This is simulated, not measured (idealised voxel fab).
A process module follows: voxel gate over fins.
This is section cut - it's 160 nm across, gridded in 5 nm square cells.
Reading order for cross-sections: top band down to bottom band. Underlying form: a grid of square cells. Band size: one or more rows of cells. Basically the band line says how high the top is and how high the bottom is, in nm, and then what's in it from left to right, every material with its width in nm. Empty space shows up as "blank", and if a single material carries "full width" it runs the full band edge to edge. Height reference: 0 = level under which incoming wafer is all one material. Lowest band: no bottom, runs on downward, e.g. "from 0 down". It should be noted that a width expressed as "30->40" varies in equal increments from row to row of cells within the band, taking the value of the first number at the top row and that of the second number at the bottom row. When a step is marked "remains unaltered", none of the cells in the cross-section changed during that step. You'll see "Enclosed void catalog" listing empty spaces that have no way open to the top, as long as they're 8 cells or more; the notation is width x height at distance, where the distance is from the left edge, and all of it is in nm. Anything after a step's settings on that line? It's the simulator's own note about the step. overlay nm: mask offset rightward from planned place, masked step; negative means leftward offset.

Listed below are the process steps as planned
1,RECEIVE with material Si
2,CONFORMAL_DEP with material SiN, thk nm 5
3,DIRECTIONAL_DEP with material aC, thk nm 15
4,PATTERN with tone cover, mask id FINS, material resist, width nm 15, pitch nm 60, thk nm 30, overlay nm 0
5,DIRECTIONAL_ETCH with etch materials aC, depth nm 15
6,STRIP with etch materials resist
7,DIRECTIONAL_ETCH with etch materials SiN, depth nm 5
8,DIRECTIONAL_ETCH with etch materials Si, depth nm 40
9,STRIP with etch materials aC
10,OXIDIZE with depth nm 5
11,FILL_DEP with material SiO2, thk nm 10
12,CMP with height nm 5
13,DIRECTIONAL_DEP with material aC, thk nm 15
14,PATTERN with tone open, mask id RAIL, material resist, width nm 15, thk nm 35, overlay nm 0
15,DIRECTIONAL_ETCH with etch materials aC, depth nm 15
16,STRIP with etch materials resist
17,DIRECTIONAL_ETCH with etch materials SiO2, depth nm 40
18,STRIP with etch materials aC
19,CONFORMAL_DEP with material TiN, thk nm 5
20,FILL_DEP with material W, thk nm 5
21,CMP with height nm 5
22,SELECTIVE_ETCH with etch materials W Ru TiN, depth nm 20
23,FILL_DEP with material SiO2, thk nm 5
24,CMP with height nm 5
25,SELECTIVE_ETCH with etch materials SiO2, depth nm 15
26,STRIP with etch materials SiN
27,CONFORMAL_DEP with material HfO2, thk nm 5
28,CONFORMAL_DEP with material TiN, thk nm 5
29,CONFORMAL_DEP with material TiAl, thk nm 5
30,CONFORMAL_DEP with material TiN, thk nm 5
31,FILL_DEP with material W, thk nm 15
32,CMP with height nm 30
33,CONFORMAL_DEP with material SiCN, thk nm 10

First of two wafers, processed according to plan

Cross-section, incoming material, after step 1
from 0 down: Si full width
Enclosed void catalog: none

Presented here is a cross-section of the wafer after step 2 has been performed
from 5 to 0: SiN full width
Note: structure below 0 unchanged.

Presented here is a cross-section of the wafer after step 3 has been performed
from 20 to 5: aC full width
Note: structure below 5 unchanged.

Presented here is a cross-section of the wafer after step 4 has been performed
from 50 to 20: blank=40 | resist=15 | blank=45 | resist=15 | blank=45
Note: structure below 20 unchanged.

Presented here is a cross-section of the wafer after step 5 has been performed
from 35 to 20: blank=40 | resist=15 | blank=45 | resist=15 | blank=45
from 20 to 5: blank=40 | aC=15 | blank=45 | aC=15 | blank=45
Note: structure below 5 unchanged.

Presented here is a cross-section of the wafer after step 6 has been performed
from 20 to 5: blank=40 | aC=15 | blank=45 | aC=15 | blank=45
Note: structure below 5 unchanged.

Presented here is a cross-section of the wafer after step 7 has been performed
from 20 to 5: blank=40 | aC=15 | blank=45 | aC=15 | blank=45
from 5 to 0: blank=40 | SiN=15 | blank=45 | SiN=15 | blank=45
Note: structure below 0 unchanged.

Presented here is a cross-section of the wafer after step 8 has been performed
from 20 to 5: blank=40 | aC=15 | blank=45 | aC=15 | blank=45
from 5 to 0: blank=40 | SiN=15 | blank=45 | SiN=15 | blank=45
from 0 to -40: blank=40 | Si=15 | blank=45 | Si=15 | blank=45
Note: structure below -40 unchanged.

Presented here is a cross-section of the wafer after step 9 has been performed
from 5 to 0: blank=40 | SiN=15 | blank=45 | SiN=15 | blank=45
Note: structure below 0 unchanged.

Presented here is a cross-section of the wafer after step 10 has been performed
from 5 to 0: blank=40 | SiN=15 | blank=45 | SiN=15 | blank=45
from 0 to -40: blank=40 | SiO2=5 | Si=5 | SiO2=5 | blank=45 | SiO2=5 | Si=5 | SiO2=5 | blank=45
from -40 to -45: SiO2=45 | Si=5 | SiO2=55 | Si=5 | SiO2=50
Note: structure below -45 unchanged.

Presented here is a cross-section of the wafer after step 11 has been performed
from 15 to 5: SiO2 full width
from 5 to 0: SiO2=40 | SiN=15 | SiO2=45 | SiN=15 | SiO2=45
from 0 to -45: SiO2=45 | Si=5 | SiO2=55 | Si=5 | SiO2=50
Note: structure below -45 unchanged.

Presented here is a cross-section of the wafer after step 12 has been performed
from 5 to 0: SiO2=40 | SiN=15 | SiO2=45 | SiN=15 | SiO2=45
Note: structure below 0 unchanged.

Presented here is a cross-section of the wafer after step 13 has been performed
from 20 to 5: aC full width
Note: structure below 5 unchanged.

Presented here is a cross-section of the wafer after step 14 has been performed
from 55 to 20: resist=70 | blank=15 | resist=75
Note: structure below 20 unchanged.

Presented here is a cross-section of the wafer after step 15 has been performed
from 40 to 20: resist=70 | blank=15 | resist=75
from 20 to 5: aC=70 | blank=15 | aC=75
Note: structure below 5 unchanged.

Presented here is a cross-section of the wafer after step 16 has been performed
from 20 to 5: aC=70 | blank=15 | aC=75
Note: structure below 5 unchanged.

Presented here is a cross-section of the wafer after step 17 has been performed
from 20 to 5: aC=70 | blank=15 | aC=75
from 5 to 0: SiO2=40 | SiN=15 | SiO2=15 | blank=15 | SiO2=15 | SiN=15 | SiO2=45
from 0 to -35: SiO2=45 | Si=5 | SiO2=20 | blank=15 | SiO2=20 | Si=5 | SiO2=50
Note: structure below -35 unchanged.

Presented here is a cross-section of the wafer after step 18 has been performed
from 5 to 0: SiO2=40 | SiN=15 | SiO2=15 | blank=15 | SiO2=15 | SiN=15 | SiO2=45
Note: structure below 0 unchanged.

Presented here is a cross-section of the wafer after step 19 has been performed
from 10 to 5: TiN=75 | blank=5 | TiN=80
from 5 to 0: SiO2=40 | SiN=15 | SiO2=15 | TiN=5 | blank=5 | TiN=5 | SiO2=15 | SiN=15 | SiO2=45
from 0 to -30: SiO2=45 | Si=5 | SiO2=20 | TiN=5 | blank=5 | TiN=5 | SiO2=20 | Si=5 | SiO2=50
from -30 to -35: SiO2=45 | Si=5 | SiO2=20 | TiN=15 | SiO2=20 | Si=5 | SiO2=50
Note: structure below -35 unchanged.

Presented here is a cross-section of the wafer after step 20 has been performed
from 15 to 10: W full width
from 10 to 5: TiN=75 | W=5 | TiN=80
from 5 to 0: SiO2=40 | SiN=15 | SiO2=15 | TiN=5 | W=5 | TiN=5 | SiO2=15 | SiN=15 | SiO2=45
from 0 to -30: SiO2=45 | Si=5 | SiO2=20 | TiN=5 | W=5 | TiN=5 | SiO2=20 | Si=5 | SiO2=50
Note: structure below -30 unchanged.

Presented here is a cross-section of the wafer after step 21 has been performed
from 5 to 0: SiO2=40 | SiN=15 | SiO2=15 | TiN=5 | W=5 | TiN=5 | SiO2=15 | SiN=15 | SiO2=45
Note: structure below 0 unchanged.

Presented here is a cross-section of the wafer after step 22 has been performed
from 5 to 0: SiO2=40 | SiN=15 | SiO2=15 | blank=15 | SiO2=15 | SiN=15 | SiO2=45
from 0 to -15: SiO2=45 | Si=5 | SiO2=20 | blank=15 | SiO2=20 | Si=5 | SiO2=50
Note: structure below -15 unchanged.

Presented here is a cross-section of the wafer after step 23 has been performed
from 10 to 5: SiO2 full width
from 5 to 0: SiO2=40 | SiN=15 | SiO2=45 | SiN=15 | SiO2=45
from 0 to -15: SiO2=45 | Si=5 | SiO2=55 | Si=5 | SiO2=50
Note: structure below -15 unchanged.

Presented here is a cross-section of the wafer after step 24 has been performed
from 5 to 0: SiO2=40 | SiN=15 | SiO2=45 | SiN=15 | SiO2=45
Note: structure below 0 unchanged.

Presented here is a cross-section of the wafer after step 25 has been performed
from 5 to 0: blank=40 | SiN=15 | blank=45 | SiN=15 | blank=45
from 0 to -10: blank=45 | Si=5 | blank=55 | Si=5 | blank=50
Note: structure below -10 unchanged.

Presented here is a cross-section of the wafer after step 26 has been performed
from 0 to -10: blank=45 | Si=5 | blank=55 | Si=5 | blank=50
Note: structure below -10 unchanged.

Presented here is a cross-section of the wafer after step 27 has been performed
from 5 to 0: blank=40 | HfO2=15 | blank=45 | HfO2=15 | blank=45
from 0 to -5: blank=40 | HfO2=5 | Si=5 | HfO2=5 | blank=45 | HfO2=5 | Si=5 | HfO2=5 | blank=45
from -5 to -10: HfO2=45 | Si=5 | HfO2=55 | Si=5 | HfO2=50
Note: structure below -10 unchanged.

Presented here is a cross-section of the wafer after step 28 has been performed
from 10 to 5: blank=35 | TiN=25 | blank=35 | TiN=25 | blank=40
from 5 to 0: blank=35 | TiN=5 | HfO2=15 | TiN=5 | blank=35 | TiN=5 | HfO2=15 | TiN=5 | blank=40
from 0 to -5: TiN=40 | HfO2=5 | Si=5 | HfO2=5 | TiN=45 | HfO2=5 | Si=5 | HfO2=5 | TiN=45
Note: structure below -5 unchanged.

Presented here is a cross-section of the wafer after step 29 has been performed
from 15 to 10: blank=30 | TiAl=35 | blank=25 | TiAl=35 | blank=35
from 10 to 5: blank=30 | TiAl=5 | TiN=25 | TiAl=5 | blank=25 | TiAl=5 | TiN=25 | TiAl=5 | blank=35
from 5 to 0: TiAl=35 | TiN=5 | HfO2=15 | TiN=5 | TiAl=35 | TiN=5 | HfO2=15 | TiN=5 | TiAl=40
Note: structure below 0 unchanged.

Presented here is a cross-section of the wafer after step 30 has been performed
from 20 to 15: blank=25 | TiN=45 | blank=15 | TiN=45 | blank=30
from 15 to 10: blank=25 | TiN=5 | TiAl=35 | TiN=5 | blank=15 | TiN=5 | TiAl=35 | TiN=5 | blank=30
from 10 to 5: TiN=30 | TiAl=5 | TiN=25 | TiAl=5 | TiN=25 | TiAl=5 | TiN=25 | TiAl=5 | TiN=35
Note: structure below 5 unchanged.

Presented here is a cross-section of the wafer after step 31 has been performed
from 35 to 20: W full width
from 20 to 15: W=25 | TiN=45 | W=15 | TiN=45 | W=30
from 15 to 10: W=25 | TiN=5 | TiAl=35 | TiN=5 | W=15 | TiN=5 | TiAl=35 | TiN=5 | W=30
Note: structure below 10 unchanged.

Presented here is a cross-section of the wafer after step 32 has been performed
from 30 to 20: W full width
Note: structure below 20 unchanged.

Presented here is a cross-section of the wafer after step 33 has been performed
from 40 to 30: SiCN full width
Note: structure below 30 unchanged.

Wafer two of two - same starting point, same process plan, one mistake in execution; matches wafer one up to and including step 28

X-section, second wafer, when step 29 was due to finish: remains unaltered

X-section, second wafer, when step 30 was due to finish
from 15 to 5: blank=30 | TiN=35 | blank=25 | TiN=35 | blank=35
from 5 to 0: TiN=40 | HfO2=15 | TiN=45 | HfO2=15 | TiN=45
Note: structure below 0 unchanged.

X-section, second wafer, when step 31 was due to finish
from 30 to 15: W full width
from 15 to 5: W=30 | TiN=35 | W=25 | TiN=35 | W=35
Note: structure below 5 unchanged.

X-section, second wafer, when step 32 was due to finish: remains unaltered

X-section, second wafer, when step 33 was due to finish
from 40 to 30: SiCN full width
Note: structure below 30 unchanged.
The plan and the run diverged here: step 29 of the plan was excluded from execution and never run
Count the cells at the end and the second wafer has more or fewer of some materials than the first: -40 TiAl | +40 W
